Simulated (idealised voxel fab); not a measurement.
Process module under the name voxel self aligned vias
Cross-section cut spans 165 nm and uses square cells 5 nm in size.
Cross-section format: a grid of square cells, given as bands from top to bottom; each band is one or more rows of cells. Basically the band line says how high the top is and how high the bottom is, in nm, and then what's in it from left to right, every material with its width in nm. Empty space shows up as "empty", and if a single material carries "full width" it runs the full band edge to edge. Height is counted from the level 0, under which the received wafer is composed throughout of one material. The lowest of the bands is not closed at the bottom but continues downward, in the notation "0 -> down". Top row gets the first number, bottom row gets the second, and each row in between changes by the same step: that is how a band width like "30->40" works. "no change occurred" (step): cross-section cells unchanged, all of them. Enclosed internal voids: empty space of 8 cells or more with no open way to the top, each as width x height at its distance from the left edge, in nm. Formally, on a step line, whatever follows the settings is a remark that the simulator itself makes on the step. overlay nm: how far to the right of its planned place the mask lay on this masked step (negative: to the left).
### So here's the lineup of process steps we planned
1: RECEIVE,material Si
2: CONFORMAL_DEP,material SiO2,thk nm 15
3: CONFORMAL_DEP,material SiCN,thk nm 5
4: DIRECTIONAL_DEP,material SiO2,thk nm 20
5: MASKED_ETCH,tone open,mask id LINES,width nm 20,pitch nm 55,etch materials SiO2,depth nm 20,overlay nm 0
6: CONFORMAL_DEP,material TiN,thk nm 5
7: FILL_DEP,material Ru,thk nm 5
8: CMP,height nm 40
9: SELECTIVE_ETCH,etch materials W Ru TiN,depth nm 5
10: FILL_DEP,material SiN,thk nm 10
11: CMP,height nm 40
12: DIRECTIONAL_DEP,material SiO2,thk nm 20
13: DIRECTIONAL_DEP,material aC,thk nm 10
14: PATTERN,tone open,mask id VIAS,material resist,width nm 30,thk nm 30,overlay nm 0
15: DIRECTIONAL_ETCH,etch materials aC,depth nm 10
16: STRIP,etch materials resist
17: DIRECTIONAL_ETCH,etch materials SiO2,depth nm 20
18: DIRECTIONAL_ETCH,etch materials SiN,depth nm 5
19: STRIP,etch materials aC
20: CONFORMAL_DEP,material TiN,thk nm 5
21: FILL_DEP,material Cu,thk nm 5
22: CMP,height nm 50
23: CONFORMAL_DEP,material SiCN,thk nm 5
Be aware that, although all wafers share a common starting state, the height nm at step 22 differs among them, and the plan displays the first wafer's value.
### This is how the first of several wafers looked in cross-section when it arrived, which is after step 1
0 -> down: Si full width
Enclosed internal voids: none
### At the end of the module, after its last step, step 23, the first of several wafers appears in cross-section as follows
55 -> 50: SiCN full width
50 -> 40: SiO2 40 nm, then TiN 5->10 nm, then Cu 20->10 nm, then TiN 5->10 nm, then SiO2 95 nm
40 -> 35: SiO2 45 nm, then TiN 20 nm, then SiO2 35 nm, then SiN 20 nm, then SiO2 45 nm
35 -> 25: SiO2 45 nm, then TiN 5 nm, then Ru 10 nm, then TiN 5 nm, then SiO2 35 nm, then TiN 5 nm, then Ru 10 nm, then TiN 5 nm, then SiO2 45 nm
25 -> 20: SiO2 45 nm, then TiN 20 nm, then SiO2 35 nm, then TiN 20 nm, then SiO2 45 nm
20 -> 15: SiCN full width
15 -> 0: SiO2 full width
0 -> down: Si full width
Enclosed internal voids: none
### Cross-sectional view of the final wafer of several at the module's end
75 -> 70: SiCN full width
70 -> 65: Cu full width
65 -> 60: TiN 45 nm, then Cu 20 nm, then TiN 100 nm
60 -> 45: SiO2 40 nm, then TiN 5 nm, then Cu 20 nm, then TiN 5 nm, then SiO2 95 nm
45 -> 40: SiO2 40 nm, then TiN 10 nm, then Cu 10 nm, then TiN 10 nm, then SiO2 95 nm
40 -> 35: SiO2 45 nm, then TiN 20 nm, then SiO2 35 nm, then SiN 20 nm, then SiO2 45 nm
35 -> 25: SiO2 45 nm, then TiN 5 nm, then Ru 10 nm, then TiN 5 nm, then SiO2 35 nm, then TiN 5 nm, then Ru 10 nm, then TiN 5 nm, then SiO2 45 nm
25 -> 20: SiO2 45 nm, then TiN 20 nm, then SiO2 35 nm, then TiN 20 nm, then SiO2 45 nm
20 -> 15: SiCN full width
15 -> 0: SiO2 full width
0 -> down: Si full width
Enclosed internal voids: none
### So in this table every wafer gets its own row, and what you see is where it stands at the end of the module: for each material, how many cells it picked up (+) or gave up (-) since we received it, and after that its closed voids
height nm 50; +6 Cu; +8 Ru; +66 SiCN; +4 SiN; +253 SiO2; +26 TiN; Enclosed internal voids: none
height nm 55; +10 Cu; +8 Ru; +66 SiCN; +4 SiN; +280 SiO2; +28 TiN; Enclosed internal voids: none
height nm 60; +14 Cu; +8 Ru; +66 SiCN; +4 SiN; +307 SiO2; +30 TiN; Enclosed internal voids: none
height nm 65; +18 Cu; +8 Ru; +66 SiCN; +4 SiN; +307 SiO2; +59 TiN; Enclosed internal voids: none
height nm 70; +51 Cu; +8 Ru; +66 SiCN; +4 SiN; +307 SiO2; +59 TiN; Enclosed internal voids: none
